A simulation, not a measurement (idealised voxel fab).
process module | voxel quadruple lines
cross-section cut | 290 nm wide | cells 5 nm
A cross-section is a grid of square cells, given in bands from the top down. A band is one or more rows of cells.
Each band's line starts with the height of the band's top and of its bottom, in nm. Then come its materials from left to right, each with its width in nm. One material with "throughout" fills the band from edge to edge. "air" is empty space.
Height 0 is the level under which the wafer as received is all one material. The lowest band goes on downwards, as in "0 down".
A width such as "30 to 40" changes by the same amount from each row of cells to the next, from the band's top row to its bottom row.
"no change" after a step means that no cell of the cross-section changed.
closed voids: empty space of 8 cells or more with no open way to the top, each as width x height at its distance from the left edge, in nm
after a step's settings: what the simulator itself notes on the step
overlay nm, on a step with a mask: how far to the right of its planned place the mask lay; to the left if negative
plan
1 op RECEIVE | material Si
2 op CONFORMAL_DEP | material SiO2 | thk nm 10
3 op DIRECTIONAL_DEP | material TiN | thk nm 15
4 op DIRECTIONAL_DEP | material polySi | thk nm 20
5 op DIRECTIONAL_DEP | material aC | thk nm 20
6 op PATTERN | tone cover | mask id MANDREL | material resist | width nm 35 | thk nm 25 | overlay nm -15
7 op DIRECTIONAL_ETCH | etch materials aC | depth nm 20
8 op STRIP | etch materials resist
9 op CONFORMAL_DEP | material SiO2 | thk nm 15
10 op DIRECTIONAL_ETCH | etch materials SiO2 | depth nm 15
11 op STRIP | etch materials aC
12 op DIRECTIONAL_ETCH | etch materials polySi | depth nm 20
13 op STRIP | etch materials SiO2
14 op CONFORMAL_DEP | material SiN | thk nm 10
15 op DIRECTIONAL_ETCH | etch materials SiN | depth nm 10
16 op STRIP | etch materials polySi
17 op DIRECTIONAL_ETCH | etch materials TiN | depth nm 15
18 op STRIP | etch materials SiN
19 op FILL_DEP | material lowk | thk nm 10
20 op CMP | height nm 25
varied across the wafers: overlay nm of step 6. The plan shows the first wafer's value. All wafers start alike
first wafer as received, after step 1
  0 down: Si throughout
  closed voids: none
each wafer at the end: cells of each material gained (+) or lost (-) since it was received, then its closed voids
overlay nm -15 | +116 SiO2 | +24 TiN | +150 lowk | closed voids: none
overlay nm -10 | +116 SiO2 | +24 TiN | +150 lowk | closed voids: none
overlay nm -5 | +116 SiO2 | +24 TiN | +150 lowk | closed voids: none
overlay nm 0 | +116 SiO2 | +24 TiN | +150 lowk | closed voids: none
overlay nm 5 | +116 SiO2 | +24 TiN | +150 lowk | closed voids: none
overlay nm 10 | +116 SiO2 | +24 TiN | +150 lowk | closed voids: none
overlay nm 15 | +116 SiO2 | +24 TiN | +150 lowk | closed voids: none
